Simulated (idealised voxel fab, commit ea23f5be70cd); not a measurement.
Process module heading - voxel self aligned contacts
The figure presents cross-section cut, which has a width of 210 nm and is divided into square cells with an edge length of 5 nm.
A cross-section is a grid of square cells, given in bands from the top down. A band is one or more rows of cells. Read a band's entry like this: the first values are the height of its top and the height of its bottom in nm, and what follows is the sequence of materials from left to right, each with its width in nm. Note that "blank" is empty space, and that a single material marked "everywhere" reaches across the band from edge to edge. Heights are measured from 0, the level below which the as-received wafer is all one material; the lowest band has no bottom and continues downward, written as in "0 -> down". Read "30 to 40" as a graded width: first number on top, second number at the bottom, same change between each pair of neighbouring rows. What does "nothing got changed" mean for a step? It means no cell of the cross-section changed in that step. Any empty space of 8 cells or more lacking an open way to the top shows up in "Sealed internal cavities" as width x height at distance, distance from the left edge, in nm. Past the settings on a step's line: simulator remark, on that step. "overlay nm" denotes, for a step that has a mask, the displacement of the mask to the right of its planned place, with negative values corresponding to the left.

# Steps planned for the process
1) RECEIVE: material Si
2) OXIDIZE: depth nm 5
3) DIRECTIONAL_DEP: material polySi, thk nm 30
4) DIRECTIONAL_DEP: material SiN, thk nm 15
5) DIRECTIONAL_DEP: material aC, thk nm 10
6) PATTERN: tone cover, mask id GATE, material resist, width nm 25, pitch nm 55, thk nm 25, overlay nm 0
7) DIRECTIONAL_ETCH: etch materials aC, depth nm 10
8) STRIP: etch materials resist
9) DIRECTIONAL_ETCH: etch materials SiN, depth nm 15
10) DIRECTIONAL_ETCH: etch materials polySi, depth nm 30
11) STRIP: etch materials aC
12) CONFORMAL_DEP: material SiN, thk nm 5
13) DIRECTIONAL_ETCH: etch materials SiN, depth nm 5
14) FILL_DEP: material SiO2, thk nm 15
15) CMP: height nm 55
16) PATTERN: tone open, mask id CONTACT, material resist, width nm 30, pitch nm 55, thk nm 20, overlay nm 0
17) DIRECTIONAL_ETCH: etch materials SiO2, depth nm 60
18) STRIP: etch materials resist
19) CONFORMAL_DEP: material TiN, thk nm 5
20) FILL_DEP: material Ru, thk nm 10
21) CMP: height nm 55
22) CONFORMAL_DEP: material SiN, thk nm 5
Same starting wafers, different width nm at step 16. Plan value belongs to the first wafer.

# So this is the first of several wafers, cross-sectioned as it came to us, meaning it's at the end of step 1
0 -> down  Si everywhere
Sealed internal cavities: none

# Shown in cross-section: the first of several wafers at the end of the module, after its last step, step 22
60 -> 55  SiN everywhere
55 -> 45  SiO2 60  TiN 5 to 10  Ru 20 to 10  TiN 5 to 10  SiO2 25  TiN 5 to 10  Ru 20 to 10  TiN 5 to 10  SiO2 65
45 -> 30  SiO2 30  SiN 35  TiN 5  Ru 10  TiN 5  SiN 35  TiN 5  Ru 10  TiN 5  SiN 35  SiO2 35
30 -> 0  SiO2 30  SiN 5  polySi 25  SiN 5  TiN 5  Ru 10  TiN 5  SiN 5  polySi 25  SiN 5  TiN 5  Ru 10  TiN 5  SiN 5  polySi 25  SiN 5  SiO2 35
0 -> -5  SiO2 65  TiN 20  SiO2 35  TiN 20  SiO2 70
-5 -> down  Si everywhere
Sealed internal cavities: none

# End of module, last wafer sectioned
60 -> 55  SiN everywhere
55 -> 45  SiO2 55  TiN 5 to 15  Ru 30 to 10  TiN 5 to 15  SiO2 15  TiN 5 to 15  Ru 30 to 10  TiN 5 to 15  SiO2 60
45 -> 30  SiO2 30  SiN 35  TiN 5  Ru 10  TiN 5  SiN 35  TiN 5  Ru 10  TiN 5  SiN 35  SiO2 35
30 -> 0  SiO2 30  SiN 5  polySi 25  SiN 5  TiN 5  Ru 10  TiN 5  SiN 5  polySi 25  SiN 5  TiN 5  Ru 10  TiN 5  SiN 5  polySi 25  SiN 5  SiO2 35
0 -> -5  SiO2 65  TiN 20  SiO2 35  TiN 20  SiO2 70
-5 -> down  Si everywhere
Sealed internal cavities: none

# The table below has one row for each wafer; a row shows, as of the end of the module, how many cells of each material the wafer has gained, marked (+), or lost, marked (-), since it was received, and then the wafer's closed voids
width nm 30 | +48 Ru | -42 Si | +141 SiN | +211 SiO2 | +56 TiN | +90 polySi | Sealed internal cavities: none
width nm 35 | +50 Ru | -42 Si | +141 SiN | +207 SiO2 | +58 TiN | +90 polySi | Sealed internal cavities: none
width nm 40 | +52 Ru | -42 Si | +141 SiN | +203 SiO2 | +60 TiN | +90 polySi | Sealed internal cavities: none
